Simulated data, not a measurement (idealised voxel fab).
process module | voxel quadruple lines
cross-section cut | 275 nm wide | cells 5 nm
A cross-section is a grid of square cells, given in bands from the top down. A band is one or more rows of cells.
Each band's line starts with the height of the band's top and of its bottom, in nm. Then come its materials from left to right, each with its width in nm. One material with "throughout" fills the band from edge to edge. "air" is empty space.
Height 0 is the level under which the wafer as received is all one material. The lowest band goes on downwards, as in "0 down".
A width such as "30 to 40" changes by the same amount from each row of cells to the next, from the band's top row to its bottom row.
"no change" after a step means that no cell of the cross-section changed.
closed voids: empty space of 8 cells or more with no open way to the top, each as width x height at its distance from the left edge, in nm
after a step's settings: what the simulator itself notes on the step
overlay nm, on a step with a mask: how far to the right of its planned place the mask lay; to the left if negative
Each pair below shows a cross-section before one step and the cross-section after it, down to the lowest band that changed. The line under each pair gives the step between them, with its settings. The pairs can come from different runs of this module on the same starting wafer, so a pair continues from the pair above only where its "before" says so.
before
  0 down: Si throughout
  closed voids: none
after
  10 to 0: SiO2 throughout
  below 0: unchanged
  closed voids: none
the step between: op CONFORMAL_DEP | material SiO2 | thk nm 10
before: the cross-section after the pair above
after
  20 to 10: Ru throughout
  below 10: unchanged
  closed voids: none
the step between: op DIRECTIONAL_DEP | material Ru | thk nm 10
before: the cross-section after the pair above
after
  35 to 20: polySi throughout
  below 20: unchanged
  closed voids: none
the step between: op DIRECTIONAL_DEP | material polySi | thk nm 15
before: the cross-section after the pair above
after
  60 to 35: aC throughout
  below 35: unchanged
  closed voids: none
the step between: op DIRECTIONAL_DEP | material aC | thk nm 25
before: the cross-section after the pair above
after
  95 to 60: air 125 | resist 25 | air 125
  below 60: unchanged
  closed voids: none
the step between: op PATTERN | tone cover | mask id MANDREL | material resist | width nm 25 | thk nm 35 | overlay nm 0
before: the cross-section after the pair above
after
  70 to 60: air 125 | resist 25 | air 125
  60 to 35: air 125 | aC 25 | air 125
  below 35: unchanged
  closed voids: none
the step between: op DIRECTIONAL_ETCH | etch materials aC | depth nm 25
before: the cross-section after the pair above
after
  60 to 35: air 125 | aC 25 | air 125
  below 35: unchanged
  closed voids: none
the step between: op STRIP | etch materials resist
before: the cross-section after the pair above
after
  75 to 60: air 110 | SiO2 55 | air 110
  60 to 50: air 110 | SiO2 15 | aC 25 | SiO2 15 | air 110
  50 to 35: SiO2 125 | aC 25 | SiO2 125
  below 35: unchanged
  closed voids: none
the step between: op CONFORMAL_DEP | material SiO2 | thk nm 15
before: the cross-section after the pair above
after
  60 to 35: air 110 | SiO2 15 | aC 25 | SiO2 15 | air 110
  below 35: unchanged
  closed voids: none
the step between: op DIRECTIONAL_ETCH | etch materials SiO2 | depth nm 15
before: the cross-section after the pair above
after
  60 to 35: air 110 | SiO2 15 | air 25 | SiO2 15 | air 110
  below 35: unchanged
  closed voids: none
the step between: op STRIP | etch materials aC
before: the cross-section after the pair above
after
  60 to 35: air 110 | SiO2 15 | air 25 | SiO2 15 | air 110
  35 to 20: air 110 | polySi 15 | air 25 | polySi 15 | air 110
  below 20: unchanged
  closed voids: none
the step between: op DIRECTIONAL_ETCH | etch materials polySi | depth nm 15
before: the cross-section after the pair above
after
  35 to 20: air 110 | polySi 15 | air 25 | polySi 15 | air 110
  below 20: unchanged
  closed voids: none
the step between: op STRIP | etch materials SiO2
before: the cross-section after the pair above
after
  40 to 35: air 105 | SiCN 25 | air 15 | SiCN 25 | air 105
  35 to 25: air 105 | SiCN 5 | polySi 15 | SiCN 5 | air 15 | SiCN 5 | polySi 15 | SiCN 5 | air 105
  25 to 20: SiCN 110 | polySi 15 | SiCN 25 | polySi 15 | SiCN 110
  below 20: unchanged
  closed voids: none
the step between: op CONFORMAL_DEP | material SiCN | thk nm 5
before: the cross-section after the pair above
after
  35 to 20: air 105 | SiCN 5 | polySi 15 | SiCN 5 | air 15 | SiCN 5 | polySi 15 | SiCN 5 | air 105
  below 20: unchanged
  closed voids: none
the step between: op DIRECTIONAL_ETCH | etch materials SiCN | depth nm 5
before: the cross-section after the pair above
after
  35 to 20: air 105 | SiCN 5 | air 15 | SiCN 5 | air 15 | SiCN 5 | air 15 | SiCN 5 | air 105
  below 20: unchanged
  closed voids: none
the step between: op STRIP | etch materials polySi
before: the cross-section after the pair above
after
  35 to 20: air 105 | SiCN 5 | air 15 | SiCN 5 | air 15 | SiCN 5 | air 15 | SiCN 5 | air 105
  20 to 10: air 105 | Ru 5 | air 15 | Ru 5 | air 15 | Ru 5 | air 15 | Ru 5 | air 105
  below 10: unchanged
  closed voids: none
the step between: op DIRECTIONAL_ETCH | etch materials Ru | depth nm 10
before: the cross-section after the pair above
after
  20 to 10: air 105 | Ru 5 | air 15 | Ru 5 | air 15 | Ru 5 | air 15 | Ru 5 | air 105
  below 10: unchanged
  closed voids: none
the step between: op STRIP | etch materials SiCN
before
  0 down: Si throughout
  closed voids: none
after
  10 to 0: Ru throughout
  below 0: unchanged
  closed voids: none
the step between: op DIRECTIONAL_DEP | material Ru | thk nm 10
before: the cross-section after the pair above
after
  25 to 10: polySi throughout
  below 10: unchanged
  closed voids: none
the step between: op DIRECTIONAL_DEP | material polySi | thk nm 15
before: the cross-section after the pair above
after
  50 to 25: aC throughout
  below 25: unchanged
  closed voids: none
the step between: op DIRECTIONAL_DEP | material aC | thk nm 25
before: the cross-section after the pair above
after
  85 to 50: air 125 | resist 25 | air 125
  below 50: unchanged
  closed voids: none
the step between: op PATTERN | tone cover | mask id MANDREL | material resist | width nm 25 | thk nm 35 | overlay nm 0
before: the cross-section after the pair above
after
  60 to 50: air 125 | resist 25 | air 125
  50 to 25: air 125 | aC 25 | air 125
  below 25: unchanged
  closed voids: none
the step between: op DIRECTIONAL_ETCH | etch materials aC | depth nm 25
before: the cross-section after the pair above
after
  50 to 25: air 125 | aC 25 | air 125
  below 25: unchanged
  closed voids: none
the step between: op STRIP | etch materials resist
before: the cross-section after the pair above
after
  65 to 50: air 110 | SiO2 55 | air 110
  50 to 40: air 110 | SiO2 15 | aC 25 | SiO2 15 | air 110
  40 to 25: SiO2 125 | aC 25 | SiO2 125
  below 25: unchanged
  closed voids: none
the step between: op CONFORMAL_DEP | material SiO2 | thk nm 15
before: the cross-section after the pair above
after
  50 to 25: air 110 | SiO2 15 | aC 25 | SiO2 15 | air 110
  below 25: unchanged
  closed voids: none
the step between: op DIRECTIONAL_ETCH | etch materials SiO2 | depth nm 15
before: the cross-section after the pair above
after
  50 to 25: air 110 | SiO2 15 | air 25 | SiO2 15 | air 110
  below 25: unchanged
  closed voids: none
the step between: op STRIP | etch materials aC
before: the cross-section after the pair above
after
  50 to 25: air 110 | SiO2 15 | air 25 | SiO2 15 | air 110
  25 to 10: air 110 | polySi 15 | air 25 | polySi 15 | air 110
  below 10: unchanged
  closed voids: none
the step between: op DIRECTIONAL_ETCH | etch materials polySi | depth nm 15
before: the cross-section after the pair above
after
  25 to 10: air 110 | polySi 15 | air 25 | polySi 15 | air 110
  below 10: unchanged
  closed voids: none
the step between: op STRIP | etch materials SiO2
before: the cross-section after the pair above
after
  30 to 25: air 105 | SiCN 25 | air 15 | SiCN 25 | air 105
  25 to 15: air 105 | SiCN 5 | polySi 15 | SiCN 5 | air 15 | SiCN 5 | polySi 15 | SiCN 5 | air 105
  15 to 10: SiCN 110 | polySi 15 | SiCN 25 | polySi 15 | SiCN 110
  below 10: unchanged
  closed voids: none
the step between: op CONFORMAL_DEP | material SiCN | thk nm 5
before: the cross-section after the pair above
after
  25 to 10: air 105 | SiCN 5 | polySi 15 | SiCN 5 | air 15 | SiCN 5 | polySi 15 | SiCN 5 | air 105
  below 10: unchanged
  closed voids: none
the step between: op DIRECTIONAL_ETCH | etch materials SiCN | depth nm 5
before: the cross-section after the pair above
after
  25 to 10: air 105 | SiCN 5 | air 15 | SiCN 5 | air 15 | SiCN 5 | air 15 | SiCN 5 | air 105
  below 10: unchanged
  closed voids: none
the step between: op STRIP | etch materials polySi
before: the cross-section after the pair above
after
  25 to 10: air 105 | SiCN 5 | air 15 | SiCN 5 | air 15 | SiCN 5 | air 15 | SiCN 5 | air 105
  10 to 0: air 105 | Ru 5 | air 15 | Ru 5 | air 15 | Ru 5 | air 15 | Ru 5 | air 105
  below 0: unchanged
  closed voids: none
the step between: op DIRECTIONAL_ETCH | etch materials Ru | depth nm 10
before: the cross-section after the pair above
after
  10 to 0: air 105 | Ru 5 | air 15 | Ru 5 | air 15 | Ru 5 | air 15 | Ru 5 | air 105
  below 0: unchanged
  closed voids: none
the step between: op STRIP | etch materials SiCN
before
  70 to 60: air 125 | resist 25 | air 125
  60 to 35: air 125 | aC 25 | air 125
  35 to 20: polySi throughout
  20 to 10: Ru throughout
  10 to 0: SiO2 throughout
  0 down: Si throughout
  closed voids: none
after
  45 to 35: air 125 | aC 25 | air 125
  below 35: unchanged
  closed voids: none
the step between: op DIRECTIONAL_ETCH | etch materials aC | depth nm 25
before: the cross-section after the pair above
after
  60 to 50: air 110 | SiO2 55 | air 110
  50 to 45: SiO2 throughout
  45 to 35: SiO2 125 | aC 25 | SiO2 125
  below 35: unchanged
  closed voids: none
the step between: op CONFORMAL_DEP | material SiO2 | thk nm 15
before: the cross-section after the pair above
after
  45 to 35: air 110 | SiO2 15 | aC 25 | SiO2 15 | air 110
  below 35: unchanged
  closed voids: none
the step between: op DIRECTIONAL_ETCH | etch materials SiO2 | depth nm 15
before: the cross-section after the pair above
after
  45 to 35: air 110 | SiO2 15 | air 25 | SiO2 15 | air 110
  below 35: unchanged
  closed voids: none
the step between: op STRIP | etch materials aC
before: the cross-section after the pair above
after
  45 to 35: air 110 | SiO2 15 | air 25 | SiO2 15 | air 110
  35 to 20: air 110 | polySi 15 | air 25 | polySi 15 | air 110
  below 20: unchanged
  closed voids: none
the step between: op DIRECTIONAL_ETCH | etch materials polySi | depth nm 15
before: the cross-section after the pair above
after
  35 to 20: air 110 | polySi 15 | air 25 | polySi 15 | air 110
  below 20: unchanged
  closed voids: none
the step between: op STRIP | etch materials SiO2
before
  35 to 20: air 105 | SiCN 5 | polySi 15 | SiCN 5 | air 15 | SiCN 5 | polySi 15 | SiCN 5 | air 105
  20 to 10: Ru throughout
  10 to 0: SiO2 throughout
  0 down: Si throughout
  closed voids: none
after
  35 to 20: air 105 | SiCN 5 | polySi 15 | SiCN 5 | air 15 | SiCN 5 | polySi 15 | SiCN 5 | air 105
  20 to 10: air 105 | Ru 25 | air 15 | Ru 25 | air 105
  below 10: unchanged
  closed voids: none
the step between: op DIRECTIONAL_ETCH | etch materials Ru | depth nm 10
before: the cross-section after the pair above
after
  35 to 20: air 105 | SiCN 5 | air 15 | SiCN 5 | air 15 | SiCN 5 | air 15 | SiCN 5 | air 105
  below 20: unchanged
  closed voids: none
the step between: op STRIP | etch materials polySi
before: the cross-section after the pair above
after
  20 to 10: air 105 | Ru 25 | air 15 | Ru 25 | air 105
  below 10: unchanged
  closed voids: none
the step between: op STRIP | etch materials SiCN
before
  60 to 35: air 125 | aC 25 | air 125
  35 to 20: polySi throughout
  20 to 10: Ru throughout
  10 to 0: SiO2 throughout
  0 down: Si throughout
  closed voids: none
after
  70 to 60: air 115 | SiO2 45 | air 115
  60 to 45: air 115 | SiO2 10 | aC 25 | SiO2 10 | air 115
  45 to 35: SiO2 125 | aC 25 | SiO2 125
  below 35: unchanged
  closed voids: none
the step between: op CONFORMAL_DEP | material SiO2 | thk nm 10
before: the cross-section after the pair above
after
  60 to 55: air 125 | aC 25 | air 125
  55 to 35: air 115 | SiO2 10 | aC 25 | SiO2 10 | air 115
  below 35: unchanged
  closed voids: none
the step between: op DIRECTIONAL_ETCH | etch materials SiO2 | depth nm 15
before: the cross-section after the pair above
after
  55 to 35: air 115 | SiO2 10 | air 25 | SiO2 10 | air 115
  below 35: unchanged
  closed voids: none
the step between: op STRIP | etch materials aC
before: the cross-section after the pair above
after
  55 to 35: air 115 | SiO2 10 | air 25 | SiO2 10 | air 115
  35 to 20: air 115 | polySi 10 | air 25 | polySi 10 | air 115
  below 20: unchanged
  closed voids: none
the step between: op DIRECTIONAL_ETCH | etch materials polySi | depth nm 15
before: the cross-section after the pair above
after
  35 to 20: air 115 | polySi 10 | air 25 | polySi 10 | air 115
  below 20: unchanged
  closed voids: none
the step between: op STRIP | etch materials SiO2
before: the cross-section after the pair above
after
  40 to 35: air 110 | SiCN 20 | air 15 | SiCN 20 | air 110
  35 to 25: air 110 | SiCN 5 | polySi 10 | SiCN 5 | air 15 | SiCN 5 | polySi 10 | SiCN 5 | air 110
  25 to 20: SiCN 115 | polySi 10 | SiCN 25 | polySi 10 | SiCN 115
  below 20: unchanged
  closed voids: none
the step between: op CONFORMAL_DEP | material SiCN | thk nm 5
before: the cross-section after the pair above
after
  35 to 20: air 110 | SiCN 5 | polySi 10 | SiCN 5 | air 15 | SiCN 5 | polySi 10 | SiCN 5 | air 110
  below 20: unchanged
  closed voids: none
the step between: op DIRECTIONAL_ETCH | etch materials SiCN | depth nm 5
before: the cross-section after the pair above
after
  35 to 20: air 110 | SiCN 5 | air 10 | SiCN 5 | air 15 | SiCN 5 | air 10 | SiCN 5 | air 110
  below 20: unchanged
  closed voids: none
the step between: op STRIP | etch materials polySi
before: the cross-section after the pair above
after
  35 to 20: air 110 | SiCN 5 | air 10 | SiCN 5 | air 15 | SiCN 5 | air 10 | SiCN 5 | air 110
  20 to 10: air 110 | Ru 5 | air 10 | Ru 5 | air 15 | Ru 5 | air 10 | Ru 5 | air 110
  below 10: unchanged
  closed voids: none
the step between: op DIRECTIONAL_ETCH | etch materials Ru | depth nm 10
before: the cross-section after the pair above
after
  20 to 10: air 110 | Ru 5 | air 10 | Ru 5 | air 15 | Ru 5 | air 10 | Ru 5 | air 110
  below 10: unchanged
  closed voids: none
the step between: op STRIP | etch materials SiCN
before
  60 to 35: aC throughout
  35 to 20: polySi throughout
  20 to 10: Ru throughout
  10 to 0: SiO2 throughout
  0 down: Si throughout
  closed voids: none
after
  95 to 60: air 120 | resist 35 | air 120
  below 60: unchanged
  closed voids: none
the step between: op PATTERN | tone cover | mask id MANDREL | material resist | width nm 35 | thk nm 35 | overlay nm 0
before: the cross-section after the pair above
after
  70 to 60: air 120 | resist 35 | air 120
  60 to 35: air 120 | aC 35 | air 120
  below 35: unchanged
  closed voids: none
the step between: op DIRECTIONAL_ETCH | etch materials aC | depth nm 25
before: the cross-section after the pair above
after
  60 to 35: air 120 | aC 35 | air 120
  below 35: unchanged
  closed voids: none
the step between: op STRIP | etch materials resist
before: the cross-section after the pair above
after
  75 to 60: air 105 | SiO2 65 | air 105
  60 to 50: air 105 | SiO2 15 | aC 35 | SiO2 15 | air 105
  50 to 35: SiO2 120 | aC 35 | SiO2 120
  below 35: unchanged
  closed voids: none
the step between: op CONFORMAL_DEP | material SiO2 | thk nm 15
before: the cross-section after the pair above
after
  60 to 35: air 105 | SiO2 15 | aC 35 | SiO2 15 | air 105
  below 35: unchanged
  closed voids: none
the step between: op DIRECTIONAL_ETCH | etch materials SiO2 | depth nm 15
before: the cross-section after the pair above
after
  60 to 35: air 105 | SiO2 15 | air 35 | SiO2 15 | air 105
  below 35: unchanged
  closed voids: none
the step between: op STRIP | etch materials aC
before: the cross-section after the pair above
after
  60 to 35: air 105 | SiO2 15 | air 35 | SiO2 15 | air 105
  35 to 20: air 105 | polySi 15 | air 35 | polySi 15 | air 105
  below 20: unchanged
  closed voids: none
the step between: op DIRECTIONAL_ETCH | etch materials polySi | depth nm 15
before: the cross-section after the pair above
after
  35 to 20: air 105 | polySi 15 | air 35 | polySi 15 | air 105
  below 20: unchanged
  closed voids: none
the step between: op STRIP | etch materials SiO2
before: the cross-section after the pair above
after
  40 to 35: air 100 | SiCN 25 | air 25 | SiCN 25 | air 100
  35 to 25: air 100 | SiCN 5 | polySi 15 | SiCN 5 | air 25 | SiCN 5 | polySi 15 | SiCN 5 | air 100
  25 to 20: SiCN 105 | polySi 15 | SiCN 35 | polySi 15 | SiCN 105
  below 20: unchanged
  closed voids: none
the step between: op CONFORMAL_DEP | material SiCN | thk nm 5
before: the cross-section after the pair above
after
  35 to 20: air 100 | SiCN 5 | polySi 15 | SiCN 5 | air 25 | SiCN 5 | polySi 15 | SiCN 5 | air 100
  below 20: unchanged
  closed voids: none
the step between: op DIRECTIONAL_ETCH | etch materials SiCN | depth nm 5
before: the cross-section after the pair above
after
  35 to 20: air 100 | SiCN 5 | air 15 | SiCN 5 | air 25 | SiCN 5 | air 15 | SiCN 5 | air 100
  below 20: unchanged
  closed voids: none
the step between: op STRIP | etch materials polySi
before: the cross-section after the pair above
after
  35 to 20: air 100 | SiCN 5 | air 15 | SiCN 5 | air 25 | SiCN 5 | air 15 | SiCN 5 | air 100
  20 to 10: air 100 | Ru 5 | air 15 | Ru 5 | air 25 | Ru 5 | air 15 | Ru 5 | air 100
  below 10: unchanged
  closed voids: none
the step between: op DIRECTIONAL_ETCH | etch materials Ru | depth nm 10
before: the cross-section after the pair above
after
  20 to 10: air 100 | Ru 5 | air 15 | Ru 5 | air 25 | Ru 5 | air 15 | Ru 5 | air 100
  below 10: unchanged
  closed voids: none
the step between: op STRIP | etch materials SiCN
before
  60 to 35: aC throughout
  35 to 20: polySi throughout
  20 to 10: Ru throughout
  10 to 0: SiO2 throughout
  0 down: Si throughout
  closed voids: none
after
  95 to 60: air 115 | resist 25 | air 135
  below 60: unchanged
  closed voids: none
the step between: op PATTERN | tone cover | mask id MANDREL | material resist | width nm 25 | thk nm 35 | overlay nm -10
before: the cross-section after the pair above
after
  70 to 60: air 115 | resist 25 | air 135
  60 to 35: air 115 | aC 25 | air 135
  below 35: unchanged
  closed voids: none
the step between: op DIRECTIONAL_ETCH | etch materials aC | depth nm 25
before: the cross-section after the pair above
after
  60 to 35: air 115 | aC 25 | air 135
  below 35: unchanged
  closed voids: none
the step between: op STRIP | etch materials resist
before: the cross-section after the pair above
after
  75 to 60: air 100 | SiO2 55 | air 120
  60 to 50: air 100 | SiO2 15 | aC 25 | SiO2 15 | air 120
  50 to 35: SiO2 115 | aC 25 | SiO2 135
  below 35: unchanged
  closed voids: none
the step between: op CONFORMAL_DEP | material SiO2 | thk nm 15
before: the cross-section after the pair above
after
  60 to 35: air 100 | SiO2 15 | aC 25 | SiO2 15 | air 120
  below 35: unchanged
  closed voids: none
the step between: op DIRECTIONAL_ETCH | etch materials SiO2 | depth nm 15
before: the cross-section after the pair above
after
  60 to 35: air 100 | SiO2 15 | air 25 | SiO2 15 | air 120
  below 35: unchanged
  closed voids: none
the step between: op STRIP | etch materials aC
before: the cross-section after the pair above
after
  60 to 35: air 100 | SiO2 15 | air 25 | SiO2 15 | air 120
  35 to 20: air 100 | polySi 15 | air 25 | polySi 15 | air 120
  below 20: unchanged
  closed voids: none
the step between: op DIRECTIONAL_ETCH | etch materials polySi | depth nm 15
before: the cross-section after the pair above
after
  35 to 20: air 100 | polySi 15 | air 25 | polySi 15 | air 120
  below 20: unchanged
  closed voids: none
the step between: op STRIP | etch materials SiO2
before: the cross-section after the pair above
after
  40 to 35: air 95 | SiCN 25 | air 15 | SiCN 25 | air 115
  35 to 25: air 95 | SiCN 5 | polySi 15 | SiCN 5 | air 15 | SiCN 5 | polySi 15 | SiCN 5 | air 115
  25 to 20: SiCN 100 | polySi 15 | SiCN 25 | polySi 15 | SiCN 120
  below 20: unchanged
  closed voids: none
the step between: op CONFORMAL_DEP | material SiCN | thk nm 5
before: the cross-section after the pair above
after
  35 to 20: air 95 | SiCN 5 | polySi 15 | SiCN 5 | air 15 | SiCN 5 | polySi 15 | SiCN 5 | air 115
  below 20: unchanged
  closed voids: none
the step between: op DIRECTIONAL_ETCH | etch materials SiCN | depth nm 5
before: the cross-section after the pair above
after
  35 to 20: air 95 | SiCN 5 | air 15 | SiCN 5 | air 15 | SiCN 5 | air 15 | SiCN 5 | air 115
  below 20: unchanged
  closed voids: none
the step between: op STRIP | etch materials polySi
before: the cross-section after the pair above
after
  35 to 20: air 95 | SiCN 5 | air 15 | SiCN 5 | air 15 | SiCN 5 | air 15 | SiCN 5 | air 115
  20 to 10: air 95 | Ru 5 | air 15 | Ru 5 | air 15 | Ru 5 | air 15 | Ru 5 | air 115
  below 10: unchanged
  closed voids: none
the step between: op DIRECTIONAL_ETCH | etch materials Ru | depth nm 10
before: the cross-section after the pair above
after
  20 to 10: air 95 | Ru 5 | air 15 | Ru 5 | air 15 | Ru 5 | air 15 | Ru 5 | air 115
  below 10: unchanged
  closed voids: none
the step between: op STRIP | etch materials SiCN
before
  20 to 10: Ru throughout
  10 to 0: SiO2 throughout
  0 down: Si throughout
  closed voids: none
after
  35 to 10: Ru throughout
  below 10: unchanged
  closed voids: none
the step between: op DIRECTIONAL_DEP | material Ru | thk nm 15
before: the cross-section after the pair above
after
  60 to 35: aC throughout
  below 35: unchanged
  closed voids: none
the step between: op DIRECTIONAL_DEP | material aC | thk nm 25
before: the cross-section after the pair above
after
  95 to 60: air 125 | resist 25 | air 125
  below 60: unchanged
  closed voids: none
the step between: op PATTERN | tone cover | mask id MANDREL | material resist | width nm 25 | thk nm 35 | overlay nm 0
before: the cross-section after the pair above
after
  70 to 60: air 125 | resist 25 | air 125
  60 to 35: air 125 | aC 25 | air 125
  below 35: unchanged
  closed voids: none
the step between: op DIRECTIONAL_ETCH | etch materials aC | depth nm 25
before: the cross-section after the pair above
after
  60 to 35: air 125 | aC 25 | air 125
  below 35: unchanged
  closed voids: none
the step between: op STRIP | etch materials resist
before: the cross-section after the pair above
after
  75 to 60: air 110 | SiO2 55 | air 110
  60 to 50: air 110 | SiO2 15 | aC 25 | SiO2 15 | air 110
  50 to 35: SiO2 125 | aC 25 | SiO2 125
  below 35: unchanged
  closed voids: none
the step between: op CONFORMAL_DEP | material SiO2 | thk nm 15
before: the cross-section after the pair above
after
  60 to 35: air 110 | SiO2 15 | aC 25 | SiO2 15 | air 110
  below 35: unchanged
  closed voids: none
the step between: op DIRECTIONAL_ETCH | etch materials SiO2 | depth nm 15
before: the cross-section after the pair above
after
  60 to 35: air 110 | SiO2 15 | air 25 | SiO2 15 | air 110
  below 35: unchanged
  closed voids: none
the step between: op STRIP | etch materials aC
before: the cross-section after the pair above
after
  35 to 10: Ru throughout
  below 10: unchanged
  closed voids: none
the step between: op STRIP | etch materials SiO2
before: the cross-section after the pair above
after
  40 to 35: SiCN throughout
  below 35: unchanged
  closed voids: none
the step between: op CONFORMAL_DEP | material SiCN | thk nm 5
before: the cross-section after the pair above
after
  35 to 10: Ru throughout
  below 10: unchanged
  closed voids: none
the step between: op DIRECTIONAL_ETCH | etch materials SiCN | depth nm 5
before: the cross-section after the pair above
after
  25 to 10: Ru throughout
  below 10: unchanged
  closed voids: none
the step between: op DIRECTIONAL_ETCH | etch materials Ru | depth nm 10
before
  60 to 35: aC throughout
  35 to 20: polySi throughout
  20 to 10: Ru throughout
  10 to 0: SiO2 throughout
  0 down: Si throughout
  closed voids: none
after
  95 to 60: resist 125 | air 25 | resist 125
  below 60: unchanged
  closed voids: none
the step between: op PATTERN | tone open | mask id MANDREL | material resist | width nm 25 | thk nm 35 | overlay nm 0
before: the cross-section after the pair above
after
  70 to 60: resist 125 | air 25 | resist 125
  60 to 35: aC 125 | air 25 | aC 125
  below 35: unchanged
  closed voids: none
the step between: op DIRECTIONAL_ETCH | etch materials aC | depth nm 25
before: the cross-section after the pair above
after
  60 to 35: aC 125 | air 25 | aC 125
  below 35: unchanged
  closed voids: none
the step between: op STRIP | etch materials resist
before: the cross-section after the pair above
after
  75 to 60: SiO2 throughout
  60 to 35: aC 125 | SiO2 25 | aC 125
  below 35: unchanged
  closed voids: none
the step between: op CONFORMAL_DEP | material SiO2 | thk nm 15
before: the cross-section after the pair above
after
  60 to 35: aC 125 | SiO2 25 | aC 125
  below 35: unchanged
  closed voids: none
the step between: op DIRECTIONAL_ETCH | etch materials SiO2 | depth nm 15
before: the cross-section after the pair above
after
  60 to 35: air 125 | SiO2 25 | air 125
  below 35: unchanged
  closed voids: none
the step between: op STRIP | etch materials aC
before: the cross-section after the pair above
after
  60 to 35: air 125 | SiO2 25 | air 125
  35 to 20: air 125 | polySi 25 | air 125
  below 20: unchanged
  closed voids: none
the step between: op DIRECTIONAL_ETCH | etch materials polySi | depth nm 15
before: the cross-section after the pair above
after
  35 to 20: air 125 | polySi 25 | air 125
  below 20: unchanged
  closed voids: none
the step between: op STRIP | etch materials SiO2
before: the cross-section after the pair above
after
  40 to 35: air 120 | SiCN 35 | air 120
  35 to 25: air 120 | SiCN 5 | polySi 25 | SiCN 5 | air 120
  25 to 20: SiCN 125 | polySi 25 | SiCN 125
  below 20: unchanged
  closed voids: none
the step between: op CONFORMAL_DEP | material SiCN | thk nm 5
before: the cross-section after the pair above
after
  35 to 20: air 120 | SiCN 5 | polySi 25 | SiCN 5 | air 120
  below 20: unchanged
  closed voids: none
the step between: op DIRECTIONAL_ETCH | etch materials SiCN | depth nm 5
before: the cross-section after the pair above
after
  35 to 20: air 120 | SiCN 5 | air 25 | SiCN 5 | air 120
  below 20: unchanged
  closed voids: none
the step between: op STRIP | etch materials polySi
before: the cross-section after the pair above
after
  35 to 20: air 120 | SiCN 5 | air 25 | SiCN 5 | air 120
  20 to 10: air 120 | Ru 5 | air 25 | Ru 5 | air 120
  below 10: unchanged
  closed voids: none
the step between: op DIRECTIONAL_ETCH | etch materials Ru | depth nm 10
before: the cross-section after the pair above
after
  20 to 10: air 120 | Ru 5 | air 25 | Ru 5 | air 120
  below 10: unchanged
  closed voids: none
the step between: op STRIP | etch materials SiCN
